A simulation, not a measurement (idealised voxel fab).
process module | voxel wiring stack
cross-section cut | 260 nm wide | cells 5 nm
A cross-section is a grid of square cells, given in bands from the top down. A band is one or more rows of cells.
Each band's line starts with the height of the band's top and of its bottom, in nm. Then come its materials from left to right, each with its width in nm. One material with "throughout" fills the band from edge to edge. "air" is empty space.
Height 0 is the level under which the wafer as received is all one material. The lowest band goes on downwards, as in "0 down".
A width such as "30 to 40" changes by the same amount from each row of cells to the next, from the band's top row to its bottom row.
"no change" after a step means that no cell of the cross-section changed.
closed voids: empty space of 8 cells or more with no open way to the top, each as width x height at its distance from the left edge, in nm
after a step's settings: what the simulator itself notes on the step
overlay nm, on a step with a mask: how far to the right of its planned place the mask lay; to the left if negative
plan
1 op RECEIVE | material Si
2 op CONFORMAL_DEP | material SiO2 | thk nm 10
3 op CONFORMAL_DEP | material SiCN | thk nm 5
4 op DIRECTIONAL_DEP | material SiO2 | thk nm 20
5 op PATTERN | tone open | mask id METAL_1 | material resist | width nm 25 | pitch nm 40 | thk nm 15 | overlay nm 0
6 op DIRECTIONAL_ETCH | etch materials SiO2 | depth nm 20
7 op DIRECTIONAL_ETCH | etch materials SiCN | depth nm 5
8 op STRIP | etch materials resist
9 op CONFORMAL_DEP | material TiN | thk nm 5
10 op FILL_DEP | material W | thk nm 10
11 op CMP | height nm 25
12 op CONFORMAL_DEP | material SiCN | thk nm 5
13 op DIRECTIONAL_DEP | material SiO2 | thk nm 25
14 op PATTERN | tone open | mask id METAL_2 | material resist | width nm 25 | pitch nm 40 | thk nm 20 | overlay nm 0
15 op DIRECTIONAL_ETCH | etch materials SiO2 | depth nm 15
16 op STRIP | etch materials resist
17 op PATTERN | tone open | mask id METAL_2_HOLES | material resist | width nm 15 | pitch nm 80 | thk nm 20 | overlay nm 0
18 op DIRECTIONAL_ETCH | etch materials SiO2 | depth nm 10
19 op DIRECTIONAL_ETCH | etch materials SiCN | depth nm 5
20 op STRIP | etch materials resist
21 op CONFORMAL_DEP | material TiN | thk nm 5
22 op FILL_DEP | material Cu | thk nm 10
23 op CMP | height nm 65
24 op CONFORMAL_DEP | material SiN | thk nm 5
varied across the wafers: height nm of step 11. The plan shows the first wafer's value. All wafers start alike
first wafer as received, after step 1
  0 down: Si throughout
  closed voids: none
first wafer at the end, after step 24
  70 to 65: SiN throughout
  65 to 60: Cu throughout
  60 to 55: TiN 60 | Cu 15 | TiN 25 | Cu 15 | TiN 25 | Cu 15 | TiN 25 | Cu 15 | TiN 65
  55 to 45: SiO2 55 | TiN 5 | Cu 15 | TiN 5 | SiO2 15 | TiN 5 | Cu 15 | TiN 5 | SiO2 15 | TiN 5 | Cu 15 | TiN 5 | SiO2 15 | TiN 5 | Cu 15 | TiN 5 | SiO2 60
  45 to 40: SiO2 55 | TiN 5 | Cu 5 | TiN 15 | SiO2 15 | TiN 25 | SiO2 15 | TiN 5 | Cu 5 | TiN 15 | SiO2 15 | TiN 25 | SiO2 60
  40 to 30: SiO2 55 | TiN 5 | Cu 5 | TiN 5 | SiO2 65 | TiN 5 | Cu 5 | TiN 5 | SiO2 110
  30 to 25: SiCN 55 | TiN 15 | SiCN 65 | TiN 15 | SiCN 110
  25 to 15: SiO2 55 | TiN 5 | W 15 | TiN 5 | SiO2 15 | TiN 5 | W 15 | TiN 5 | SiO2 15 | TiN 5 | W 15 | TiN 5 | SiO2 15 | TiN 5 | W 15 | TiN 5 | SiO2 60
  15 to 10: SiCN 55 | TiN 25 | SiCN 15 | TiN 25 | SiCN 15 | TiN 25 | SiCN 15 | TiN 25 | SiCN 60
  10 to 0: SiO2 throughout
  0 down: Si throughout
  closed voids: none
last wafer at the end
  70 to 65: SiN throughout
  65 to 55: SiO2 55 | TiN 5 | Cu 5 | TiN 5 | SiO2 65 | TiN 5 | Cu 5 | TiN 5 | SiO2 110
  55 to 50: SiCN 55 | TiN 15 | SiCN 65 | TiN 15 | SiCN 110
  50 to 40: W throughout
  40 to 35: TiN 60 | W 15 | TiN 25 | W 15 | TiN 25 | W 15 | TiN 25 | W 15 | TiN 65
  35 to 15: SiO2 55 | TiN 5 | W 15 | TiN 5 | SiO2 15 | TiN 5 | W 15 | TiN 5 | SiO2 15 | TiN 5 | W 15 | TiN 5 | SiO2 15 | TiN 5 | W 15 | TiN 5 | SiO2 60
  15 to 10: SiCN 55 | TiN 25 | SiCN 15 | TiN 25 | SiCN 15 | TiN 25 | SiCN 15 | TiN 25 | SiCN 60
  10 to 0: SiO2 throughout
  0 down: Si throughout
  closed voids: none
each wafer at the end: cells of each material gained (+) or lost (-) since it was received, then its closed voids
height nm 25 | +94 Cu | +78 SiCN | +52 SiN | +356 SiO2 | +124 TiN | +24 W | closed voids: none
height nm 30 | +42 Cu | +78 SiCN | +52 SiN | +388 SiO2 | +132 TiN | +36 W | closed voids: none
height nm 35 | +30 Cu | +78 SiCN | +52 SiN | +420 SiO2 | +100 TiN | +48 W | closed voids: none
height nm 40 | +18 Cu | +78 SiCN | +52 SiN | +388 SiO2 | +132 TiN | +60 W | closed voids: none
height nm 45 | +6 Cu | +78 SiCN | +52 SiN | +356 SiO2 | +124 TiN | +112 W | closed voids: none
height nm 50 | +4 Cu | +78 SiCN | +52 SiN | +324 SiO2 | +106 TiN | +164 W | closed voids: none
